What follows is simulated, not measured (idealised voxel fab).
Proc. module: voxel released beams
Cross-section cut: width 175 nm, square cells of 5 nm.
Cross-section format: a grid of square cells, given as bands from top to bottom; each band is one or more rows of cells.
The entry gives the band's vertical extent as a top height and a bottom height in nm, then its horizontal make-up as materials from left to right, each with a width in nm. "air" stands for empty space; a single material marked "edge to edge" fills the band edge to edge.
It should be noted that heights are counted from 0, beneath which the wafer as supplied is of one material throughout, and that the lowest band possesses no lower boundary but continues downward, as written in "0 -> down".
The two numbers in a width such as "30..40" mark its ends across the band: the first belongs to the top row of cells, the second to the bottom row, and from each row to the next the width moves by the same amount.
"no modification" after a step means that no cell of the cross-section changed.
Listed in "Closed void roster": every empty space of 8 or more cells without an open way to the top. Form: width x height at distance, the distance being from the left edge, all in nm.
On a step's line, text after the settings is the simulator commenting on that step.
The line of a step may include "overlay nm". On a step with a mask, this value is how far to the right of its planned place the mask lay. A negative value means the mask lay to the left.
## Planned process steps
1,RECEIVE | material Si
2,CONFORMAL_DEP | material SiN | thk nm 10
3,DIRECTIONAL_DEP | material SiO2 | thk nm 20
4,MASKED_ETCH | tone open | mask id ANCHOR | width nm 35 | etch materials SiO2 | depth nm 20 | overlay nm 0
5,CONFORMAL_DEP | material W | thk nm 10
6,MASKED_ETCH | tone cover | mask id BEAM | width nm 110 | etch materials W | depth nm 10 | overlay nm -15
7,STRIP | etch materials SiO2
The overlay nm used in step 6 is not the same on every wafer, whereas the starting condition is; the value printed in the plan is the first wafer's.
## Here's the first of the wafers in cross-section, just as we got it, i.e. after step 1
	0 -> down = Si edge to edge
	Closed void roster: none
## Below, a row for every wafer. Read it as the end-of-module picture: for each material the wafer shows its cells gained (+) or lost (-) since it was received, and then its closed voids
overlay nm -15, +70 SiN, +60 W, Closed void roster: none
overlay nm -10, +70 SiN, +60 W, Closed void roster: none
overlay nm -5, +70 SiN, +60 W, Closed void roster: none
overlay nm 0, +70 SiN, +60 W, Closed void roster: none
overlay nm 5, +70 SiN, +60 W, Closed void roster: none
overlay nm 10, +70 SiN, +60 W, Closed void roster: none
overlay nm 15, +70 SiN, +60 W, Closed void roster: none
